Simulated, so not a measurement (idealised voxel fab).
Herein follows the process module entitled voxel self aligned contacts.
Section shown: cut. Width: 290 nm. Cell size: 5 nm, square.
Just so we're on the same page, the cross-sections are grids of square cells, and they're listed out in bands top to bottom, each band one or more rows deep. Each band's line starts with the height of the band's top and of its bottom, in nm. Then come its materials from left to right, each with its width in nm. One material with "full width" fills the band from edge to edge. "blank" is empty space. A quick word on heights: they are counted from 0, and under that level the wafer as it came to us is one material throughout. The lowest band is different from the rest in having no bottom; it simply continues downward, written as in "top 0, no bottom". So if you see something like "30 to 40" for the width, read it as the top row of the band sitting at the first number and the bottom row at the second, with every row in between moving by the same amount as the last. "nothing altered" -> step changed no cross-section cell. Closed empty spaces (no open way to the top) of 8 cells or more are what "Completely sealed voids" lists, each as width x height at distance from the left edge, nm for all three. Anything after a step's settings on that line? It's the simulator's own note about the step. "overlay nm" denotes, for a step that has a mask, the displacement of the mask to the right of its planned place, with negative values corresponding to the left.
Steps planned for the process:
| 1 | RECEIVE: material Si |
| 2 | CONFORMAL_DEP: material SiO2, thk nm 5 |
| 3 | DIRECTIONAL_DEP: material polySi, thk nm 30 |
| 4 | DIRECTIONAL_DEP: material SiN, thk nm 15 |
| 5 | DIRECTIONAL_DEP: material aC, thk nm 10 |
| 6 | PATTERN: tone cover, mask id GATE, material resist, width nm 35, pitch nm 70, thk nm 25, overlay nm 0 |
| 7 | DIRECTIONAL_ETCH: etch materials aC, depth nm 10 |
| 8 | STRIP: etch materials resist |
| 9 | DIRECTIONAL_ETCH: etch materials SiN, depth nm 15 |
| 10 | DIRECTIONAL_ETCH: etch materials polySi, depth nm 30 |
| 11 | STRIP: etch materials aC |
| 12 | CONFORMAL_DEP: material SiN, thk nm 5 |
| 13 | DIRECTIONAL_ETCH: etch materials SiN, depth nm 5 |
| 14 | FILL_DEP: material SiO2, thk nm 15 |
| 15 | CMP: height nm 60 |
| 16 | PATTERN: tone open, mask id CONTACT, material resist, width nm 55, thk nm 15, overlay nm 0 |
| 17 | DIRECTIONAL_ETCH: etch materials SiO2, depth nm 60 |
| 18 | STRIP: etch materials resist |
| 19 | CONFORMAL_DEP: material TiN, thk nm 5 |
| 20 | FILL_DEP: material W, thk nm 10 |
| 21 | CMP: height nm 60 |
| 22 | CONFORMAL_DEP: material SiN, thk nm 5 |
Delivered wafer in cross-section: state after step 1:
  top 0, no bottom = Si full width
  Completely sealed voids: none
The cross-section shown corresponds to the wafer at the conclusion of the module. The initial structure and the process plan are those presented above; however, one mistake occurred in executing the plan:
  top 65, bottom 60 = SiN full width
  top 60, bottom 35 = 75 nm SiO2; 65 nm SiN; 5 nm TiN; 65 nm SiN; 80 nm SiO2
  top 35, bottom 15 = 75 nm SiO2; 15 nm SiN; 35 nm polySi; 15 nm SiN; 5 nm TiN; 15 nm SiN; 35 nm polySi; 15 nm SiN; 80 nm SiO2
  top 15, bottom 5 = 90 nm SiN; 35 nm polySi; 35 nm SiN; 35 nm polySi; 95 nm SiN
  top 5, bottom 0 = SiO2 full width
  top 0, no bottom = Si full width
  Completely sealed voids: none
Which mistake was made when the wafer was run? it should be noted that step 12 was executed with settings other than those planned, the operation and settings actually applied being CONFORMAL_DEP: material SiN, thk nm 15
